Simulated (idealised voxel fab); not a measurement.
You're looking at the process module voxel double patterning.
Xsec cut, 210 nm wide, square cell size 5 nm.
Bands, listed from the top down, are how a cross-section gets written in this document; the cross-section itself is a grid of square cells, and a band is one or more rows of them.
Quick guide to a band line: top height, bottom height (nm) up front; then every material left to right with its width in nm. Only one material and it's marked "throughout"? Then it fills the band edge to edge. And "blank" just means empty space.
Heights are reckoned from 0. Under this level, the received wafer is all of one material. The bottommost band is open-ended downward, for example "from 0 down".
The expression "30->40" gives the width at the extremes of the band, the first number at its top row of cells and the second at its bottom row, with the width changing by equal amounts from each row to the next in between.
Basically "stayed the same" means that step didn't change any cell in the cross-section.
The label "Sealed cavities" introduces a list of the empty spaces, 8 cells or larger, that have no open way up to the top; each entry in it reads width x height at distance, where the distance is taken from the left edge and all three are stated in nm.
Past the settings on a step's line: simulator remark, on that step.
What "overlay nm" on a step's line means: if the step has a mask, that mask lay this far to the right of its planned place, or, when the value is negative, to the left.

## The following list gives the planned process steps
1: RECEIVE: material Si
2: CONFORMAL_DEP: material SiO2, thk nm 5
3: DIRECTIONAL_DEP: material W, thk nm 20
4: DIRECTIONAL_DEP: material SiN, thk nm 10
5: DIRECTIONAL_DEP: material aC, thk nm 10
6: PATTERN: tone open, mask id FIRST, material resist, width nm 15, pitch nm 50, thk nm 30, overlay nm 0
7: DIRECTIONAL_ETCH: etch materials aC, depth nm 10
8: STRIP: etch materials resist
9: DIRECTIONAL_ETCH: etch materials SiN, depth nm 10
10: STRIP: etch materials aC
11: DIRECTIONAL_DEP: material aC, thk nm 15
12: PATTERN: tone open, mask id SECOND, material resist, width nm 15, thk nm 35, overlay nm 0
13: DIRECTIONAL_ETCH: etch materials aC, depth nm 15
14: STRIP: etch materials resist
15: DIRECTIONAL_ETCH: etch materials SiN, depth nm 10
16: STRIP: etch materials aC
17: DIRECTIONAL_ETCH: etch materials W, depth nm 20
18: STRIP: etch materials SiN

## Of two wafers, the first: run according to plan

## Wafer at receipt (post step 1), cross-section
- from 0 down = Si throughout
- Sealed cavities: none

## Sectional view: wafer, after step 2
- from 5 to 0 = SiO2 throughout
- Lower than 0, everything is as it was.

## Sectional view: wafer, after step 3
- from 25 to 5 = W throughout
- Lower than 5, everything is as it was.

## Sectional view: wafer, after step 4
- from 35 to 25 = SiN throughout
- Lower than 25, everything is as it was.

## Sectional view: wafer, after step 5
- from 45 to 35 = aC throughout
- Lower than 35, everything is as it was.

## Sectional view: wafer, after step 6
- from 75 to 45 = resist 70 nm, then blank 15 nm, then resist 35 nm, then blank 15 nm, then resist 75 nm
- Lower than 45, everything is as it was.

## Sectional view: wafer, after step 7
- from 65 to 45 = resist 70 nm, then blank 15 nm, then resist 35 nm, then blank 15 nm, then resist 75 nm
- from 45 to 35 = aC 70 nm, then blank 15 nm, then aC 35 nm, then blank 15 nm, then aC 75 nm
- Lower than 35, everything is as it was.

## Sectional view: wafer, after step 8
- from 45 to 35 = aC 70 nm, then blank 15 nm, then aC 35 nm, then blank 15 nm, then aC 75 nm
- Lower than 35, everything is as it was.

## Sectional view: wafer, after step 9
- from 45 to 35 = aC 70 nm, then blank 15 nm, then aC 35 nm, then blank 15 nm, then aC 75 nm
- from 35 to 25 = SiN 70 nm, then blank 15 nm, then SiN 35 nm, then blank 15 nm, then SiN 75 nm
- Lower than 25, everything is as it was.

## Sectional view: wafer, after step 10
- from 35 to 25 = SiN 70 nm, then blank 15 nm, then SiN 35 nm, then blank 15 nm, then SiN 75 nm
- Lower than 25, everything is as it was.

## Sectional view: wafer, after step 11
- from 50 to 40 = aC 70 nm, then blank 15 nm, then aC 35 nm, then blank 15 nm, then aC 75 nm
- from 40 to 35 = aC throughout
- from 35 to 25 = SiN 70 nm, then aC 15 nm, then SiN 35 nm, then aC 15 nm, then SiN 75 nm
- Lower than 25, everything is as it was.

## Sectional view: wafer, after step 12
- from 85 to 50 = resist 95 nm, then blank 15 nm, then resist 100 nm
- from 50 to 40 = aC 70 nm, then resist 15 nm, then aC 35 nm, then resist 15 nm, then aC 75 nm
- Lower than 40, everything is as it was.

## Sectional view: wafer, after step 13
- from 70 to 50 = resist 95 nm, then blank 15 nm, then resist 100 nm
- from 50 to 40 = aC 70 nm, then resist 15 nm, then aC 10 nm, then blank 15 nm, then aC 10 nm, then resist 15 nm, then aC 75 nm
- from 40 to 35 = aC 95 nm, then blank 15 nm, then aC 100 nm
- Lower than 35, everything is as it was.

## Sectional view: wafer, after step 14
- from 50 to 40 = aC 70 nm, then blank 15 nm, then aC 10 nm, then blank 15 nm, then aC 10 nm, then blank 15 nm, then aC 75 nm
- Lower than 40, everything is as it was.

## Sectional view: wafer, after step 15
- from 50 to 40 = aC 70 nm, then blank 15 nm, then aC 10 nm, then blank 15 nm, then aC 10 nm, then blank 15 nm, then aC 75 nm
- from 40 to 35 = aC 95 nm, then blank 15 nm, then aC 100 nm
- from 35 to 25 = SiN 70 nm, then aC 15 nm, then SiN 10 nm, then blank 15 nm, then SiN 10 nm, then aC 15 nm, then SiN 75 nm
- Lower than 25, everything is as it was.

## Sectional view: wafer, after step 16
- from 35 to 25 = SiN 70 nm, then blank 15 nm, then SiN 10 nm, then blank 15 nm, then SiN 10 nm, then blank 15 nm, then SiN 75 nm
- Lower than 25, everything is as it was.

## Sectional view: wafer, after step 17
- from 35 to 25 = SiN 70 nm, then blank 15 nm, then SiN 10 nm, then blank 15 nm, then SiN 10 nm, then blank 15 nm, then SiN 75 nm
- from 25 to 5 = W 70 nm, then blank 15 nm, then W 10 nm, then blank 15 nm, then W 10 nm, then blank 15 nm, then W 75 nm
- Lower than 5, everything is as it was.

## Sectional view: wafer, after step 18
- from 25 to 5 = W 70 nm, then blank 15 nm, then W 10 nm, then blank 15 nm, then W 10 nm, then blank 15 nm, then W 75 nm
- Lower than 5, everything is as it was.

## Notes, second wafer: start = first wafer's, plan = first wafer's, execution had one mistake; history identical to first through step 1

Cross-section of the second wafer at the time step 2 of the plan should have ended: stayed the same

## Cross-section of the second wafer at the time step 3 of the plan should have ended
- from 20 to 0 = W throughout
- Lower than 0, everything is as it was.

## Cross-section of the second wafer at the time step 4 of the plan should have ended
- from 30 to 20 = SiN throughout
- Lower than 20, everything is as it was.

## Cross-section of the second wafer at the time step 5 of the plan should have ended
- from 40 to 30 = aC throughout
- Lower than 30, everything is as it was.

## Cross-section of the second wafer at the time step 6 of the plan should have ended
- from 70 to 40 = resist 70 nm, then blank 15 nm, then resist 35 nm, then blank 15 nm, then resist 75 nm
- Lower than 40, everything is as it was.

## Cross-section of the second wafer at the time step 7 of the plan should have ended
- from 60 to 40 = resist 70 nm, then blank 15 nm, then resist 35 nm, then blank 15 nm, then resist 75 nm
- from 40 to 30 = aC 70 nm, then blank 15 nm, then aC 35 nm, then blank 15 nm, then aC 75 nm
- Lower than 30, everything is as it was.

## Cross-section of the second wafer at the time step 8 of the plan should have ended
- from 40 to 30 = aC 70 nm, then blank 15 nm, then aC 35 nm, then blank 15 nm, then aC 75 nm
- Lower than 30, everything is as it was.

## Cross-section of the second wafer at the time step 9 of the plan should have ended
- from 40 to 30 = aC 70 nm, then blank 15 nm, then aC 35 nm, then blank 15 nm, then aC 75 nm
- from 30 to 20 = SiN 70 nm, then blank 15 nm, then SiN 35 nm, then blank 15 nm, then SiN 75 nm
- Lower than 20, everything is as it was.

## Cross-section of the second wafer at the time step 10 of the plan should have ended
- from 30 to 20 = SiN 70 nm, then blank 15 nm, then SiN 35 nm, then blank 15 nm, then SiN 75 nm
- Lower than 20, everything is as it was.

## Cross-section of the second wafer at the time step 11 of the plan should have ended
- from 45 to 35 = aC 70 nm, then blank 15 nm, then aC 35 nm, then blank 15 nm, then aC 75 nm
- from 35 to 30 = aC throughout
- from 30 to 20 = SiN 70 nm, then aC 15 nm, then SiN 35 nm, then aC 15 nm, then SiN 75 nm
- Lower than 20, everything is as it was.

## Cross-section of the second wafer at the time step 12 of the plan should have ended
- from 80 to 45 = resist 95 nm, then blank 15 nm, then resist 100 nm
- from 45 to 35 = aC 70 nm, then resist 15 nm, then aC 35 nm, then resist 15 nm, then aC 75 nm
- Lower than 35, everything is as it was.

## Cross-section of the second wafer at the time step 13 of the plan should have ended
- from 65 to 45 = resist 95 nm, then blank 15 nm, then resist 100 nm
- from 45 to 35 = aC 70 nm, then resist 15 nm, then aC 10 nm, then blank 15 nm, then aC 10 nm, then resist 15 nm, then aC 75 nm
- from 35 to 30 = aC 95 nm, then blank 15 nm, then aC 100 nm
- Lower than 30, everything is as it was.

## Cross-section of the second wafer at the time step 14 of the plan should have ended
- from 45 to 35 = aC 70 nm, then blank 15 nm, then aC 10 nm, then blank 15 nm, then aC 10 nm, then blank 15 nm, then aC 75 nm
- Lower than 35, everything is as it was.

## Cross-section of the second wafer at the time step 15 of the plan should have ended
- from 45 to 35 = aC 70 nm, then blank 15 nm, then aC 10 nm, then blank 15 nm, then aC 10 nm, then blank 15 nm, then aC 75 nm
- from 35 to 30 = aC 95 nm, then blank 15 nm, then aC 100 nm
- from 30 to 20 = SiN 70 nm, then aC 15 nm, then SiN 10 nm, then blank 15 nm, then SiN 10 nm, then aC 15 nm, then SiN 75 nm
- Lower than 20, everything is as it was.

## Cross-section of the second wafer at the time step 16 of the plan should have ended
- from 30 to 20 = SiN 70 nm, then blank 15 nm, then SiN 10 nm, then blank 15 nm, then SiN 10 nm, then blank 15 nm, then SiN 75 nm
- Lower than 20, everything is as it was.

## Cross-section of the second wafer at the time step 17 of the plan should have ended
- from 30 to 20 = SiN 70 nm, then blank 15 nm, then SiN 10 nm, then blank 15 nm, then SiN 10 nm, then blank 15 nm, then SiN 75 nm
- from 20 to 0 = W 70 nm, then blank 15 nm, then W 10 nm, then blank 15 nm, then W 10 nm, then blank 15 nm, then W 75 nm
- Lower than 0, everything is as it was.

## Cross-section of the second wafer at the time step 18 of the plan should have ended
- from 20 to 0 = W 70 nm, then blank 15 nm, then W 10 nm, then blank 15 nm, then W 10 nm, then blank 15 nm, then W 75 nm
- Lower than 0, everything is as it was.
Deviation noted in wafer processing: step 2 was dropped from the plan's execution and never run
The second wafer ends with more or fewer cells of some materials than the first, per final count: SiO2 -42
